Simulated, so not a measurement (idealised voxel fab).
The name of this process module is voxel self aligned vias.
The width of the displayed cross-section, cut, is 170 nm; its cells are square, with a size of 5 nm.
Just so we're on the same page, the cross-sections are grids of square cells, and they're listed out in bands top to bottom, each band one or more rows deep. Top, bottom (nm), then materials left to right with widths (nm); lone material tagged "throughout" fills the whole band edge to edge; "empty" = empty space. Below 0: as-received wafer, all one material; heights counted from there. Lowest band: no bottom, goes on down, written "z 0 and below". Think of "30..40" as a width that walks from the first number to the second as you go down the band, top row to bottom row, taking equal-sized steps from row to row. Basically "same as before" means that step didn't change any cell in the cross-section. Voids not open to the top, 8 cells minimum: see "Enclosed void list". Written width x height at distance; distance is from the left edge; nm. Note: text after step settings on the step line = simulator remark on that step. The optional step-line setting "overlay nm" applies to steps with a mask and quantifies how far to the right of its planned location the mask lay, a negative value indicating leftward placement.
PLANNED STEP LIST FOR THE PROCESS
- 1: RECEIVE, material Si
- 2: CONFORMAL_DEP, material SiO2, thk nm 15
- 3: CONFORMAL_DEP, material SiCN, thk nm 5
- 4: DIRECTIONAL_DEP, material lowk, thk nm 30
- 5: PATTERN, tone open, mask id LINES, material resist, width nm 25, pitch nm 50, thk nm 20, overlay nm 0
- 6: DIRECTIONAL_ETCH, etch materials lowk, depth nm 30
- 7: STRIP, etch materials resist
- 8: CONFORMAL_DEP, material TiN, thk nm 5
- 9: FILL_DEP, material W, thk nm 5
- 10: CMP, height nm 50
- 11: SELECTIVE_ETCH, etch materials W Ru TiN, depth nm 5
- 12: FILL_DEP, material SiN, thk nm 5
- 13: CMP, height nm 50
- 14: DIRECTIONAL_DEP, material lowk, thk nm 15
- 15: MASKED_ETCH, tone open, mask id VIAS, width nm 35, pitch nm 100, etch materials lowk, depth nm 15, overlay nm 0
- 16: MASKED_ETCH, tone open, mask id VIAS, width nm 35, pitch nm 100, etch materials SiN, depth nm 5, overlay nm 0
- 17: CONFORMAL_DEP, material TiN, thk nm 5
- 18: FILL_DEP, material W, thk nm 10
- 19: CMP, height nm 65
- 20: CONFORMAL_DEP, material SiN, thk nm 5
WAFER CROSS-SECTION ON RECEIPT, I.E. AFTER STEP 1
    z 0 and below  Si throughout
    Enclosed void list: none
END STATE OF THE MODULE IN CROSS-SECTION, GIVEN THE ABOVE STARTING POINT AND PLAN AND ONE MISTAKE IN EXECUTION
    z 85 to 80  SiN throughout
    z 80 to 70  W throughout
    z 70 to 65  20 nm TiN  25 nm W  75 nm TiN  25 nm W  25 nm TiN
    z 65 to 55  15 nm lowk  5 nm TiN  25 nm W  5 nm TiN  65 nm lowk  5 nm TiN  25 nm W  5 nm TiN  20 nm lowk
    z 55 to 50  15 nm lowk  10 nm TiN  15 nm W  10 nm TiN  65 nm lowk  10 nm TiN  15 nm W  10 nm TiN  20 nm lowk
    z 50 to 45  20 nm lowk  25 nm TiN  25 nm lowk  25 nm SiN  25 nm lowk  25 nm TiN  25 nm lowk
    z 45 to 25  20 nm lowk  5 nm TiN  15 nm W  5 nm TiN  25 nm lowk  5 nm TiN  15 nm W  5 nm TiN  25 nm lowk  5 nm TiN  15 nm W  5 nm TiN  25 nm lowk
    z 25 to 20  20 nm lowk  25 nm TiN  25 nm lowk  25 nm TiN  25 nm lowk  25 nm TiN  25 nm lowk
    z 20 to 15  SiCN throughout
    z 15 to 0  SiO2 throughout
    z 0 and below  Si throughout
    Enclosed void list: none
What was done differently from what was planned? plan step 19 never ran because it was skipped
